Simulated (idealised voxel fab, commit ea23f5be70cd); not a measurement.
process module | voxel released beams
cross-section cut | 195 nm wide | cells 5 nm
A cross-section is a grid of square cells, given in bands from the top down. A band is one or more rows of cells.
Each band's line starts with the height of the band's top and of its bottom, in nm. Then come its materials from left to right, each with its width in nm. One material with "throughout" fills the band from edge to edge. "air" is empty space.
Height 0 is the level under which the wafer as received is all one material. The lowest band goes on downwards, as in "0 down".
A width such as "30 to 40" changes by the same amount from each row of cells to the next, from the band's top row to its bottom row.
"no change" after a step means that no cell of the cross-section changed.
closed voids: empty space of 8 cells or more with no open way to the top, each as width x height at its distance from the left edge, in nm
after a step's settings: what the simulator itself notes on the step
overlay nm, on a step with a mask: how far to the right of its planned place the mask lay; to the left if negative
plan
1 op RECEIVE | material Si
2 op CONFORMAL_DEP | material SiN | thk nm 5
3 op DIRECTIONAL_DEP | material SiO2 | thk nm 10
4 op MASKED_ETCH | tone open | mask id ANCHOR | width nm 45 | etch materials SiO2 | depth nm 10 | overlay nm 0
5 op CONFORMAL_DEP | material TiN | thk nm 15
6 op DIRECTIONAL_DEP | material aC | thk nm 10
7 op PATTERN | tone cover | mask id BEAM | material resist | width nm 120 | thk nm 30 | overlay nm 0
8 op DIRECTIONAL_ETCH | etch materials aC | depth nm 10
9 op STRIP | etch materials resist
10 op DIRECTIONAL_ETCH | etch materials TiN | depth nm 15
11 op STRIP | etch materials aC
12 op STRIP | etch materials SiO2
first wafer, as planned
as received, after step 1
  0 down: Si throughout
  closed voids: none
after step 2
  5 to 0: SiN throughout
  below 0: unchanged
after step 3
  15 to 5: SiO2 throughout
  below 5: unchanged
after step 4
  15 to 5: SiO2 40 | air 45 | SiO2 110
  below 5: unchanged
after step 5
  30 to 20: TiN 55 | air 15 | TiN 125
  20 to 15: TiN throughout
  15 to 5: SiO2 40 | TiN 45 | SiO2 110
  below 5: unchanged
after step 6
  40 to 30: aC 55 | air 15 | aC 125
  30 to 20: TiN 55 | aC 15 | TiN 125
  below 20: unchanged
after step 7
  70 to 40: air 35 | resist 120 | air 40
  40 to 30: aC 55 | resist 15 | aC 125
  below 30: unchanged
after step 8
  60 to 40: air 35 | resist 120 | air 40
  40 to 30: air 35 | aC 20 | resist 15 | aC 85 | air 40
  below 30: unchanged
after step 9
  40 to 30: air 35 | aC 20 | air 15 | aC 85 | air 40
  below 30: unchanged
after step 10
  40 to 30: air 35 | aC 20 | air 15 | aC 85 | air 40
  30 to 20: air 35 | TiN 20 | aC 15 | TiN 85 | air 40
  20 to 15: air 35 | TiN 120 | air 40
  below 15: unchanged
after step 11
  30 to 20: air 35 | TiN 20 | air 15 | TiN 85 | air 40
  below 20: unchanged
after step 12
  30 to 20: air 35 | TiN 20 | air 15 | TiN 85 | air 40
  20 to 15: air 35 | TiN 120 | air 40
  15 to 5: air 40 | TiN 45 | air 110
  below 5: unchanged
second wafer: like start, like plan, one mistake. Through step 1 it matches the first wafer
when step 2 should have ended: no change
when step 3 should have ended
  10 to 0: SiO2 throughout
  below 0: unchanged
when step 4 should have ended
  10 to 0: SiO2 40 | air 45 | SiO2 110
  below 0: unchanged
when step 5 should have ended
  25 to 15: TiN 55 | air 15 | TiN 125
  15 to 10: TiN throughout
  10 to 0: SiO2 40 | TiN 45 | SiO2 110
  below 0: unchanged
when step 6 should have ended
  35 to 25: aC 55 | air 15 | aC 125
  25 to 15: TiN 55 | aC 15 | TiN 125
  below 15: unchanged
when step 7 should have ended
  65 to 35: air 35 | resist 120 | air 40
  35 to 25: aC 55 | resist 15 | aC 125
  below 25: unchanged
when step 8 should have ended
  55 to 35: air 35 | resist 120 | air 40
  35 to 25: air 35 | aC 20 | resist 15 | aC 85 | air 40
  below 25: unchanged
when step 9 should have ended
  35 to 25: air 35 | aC 20 | air 15 | aC 85 | air 40
  below 25: unchanged
when step 10 should have ended
  35 to 25: air 35 | aC 20 | air 15 | aC 85 | air 40
  25 to 15: air 35 | TiN 20 | aC 15 | TiN 85 | air 40
  15 to 10: air 35 | TiN 120 | air 40
  below 10: unchanged
when step 11 should have ended
  25 to 15: air 35 | TiN 20 | air 15 | TiN 85 | air 40
  below 15: unchanged
when step 12 should have ended
  25 to 15: air 35 | TiN 20 | air 15 | TiN 85 | air 40
  15 to 10: air 35 | TiN 120 | air 40
  10 to 0: air 40 | TiN 45 | air 110
  below 0: unchanged
what went wrong: step 2 was left out
at the end the second wafer has, in cells: 39 fewer of SiN
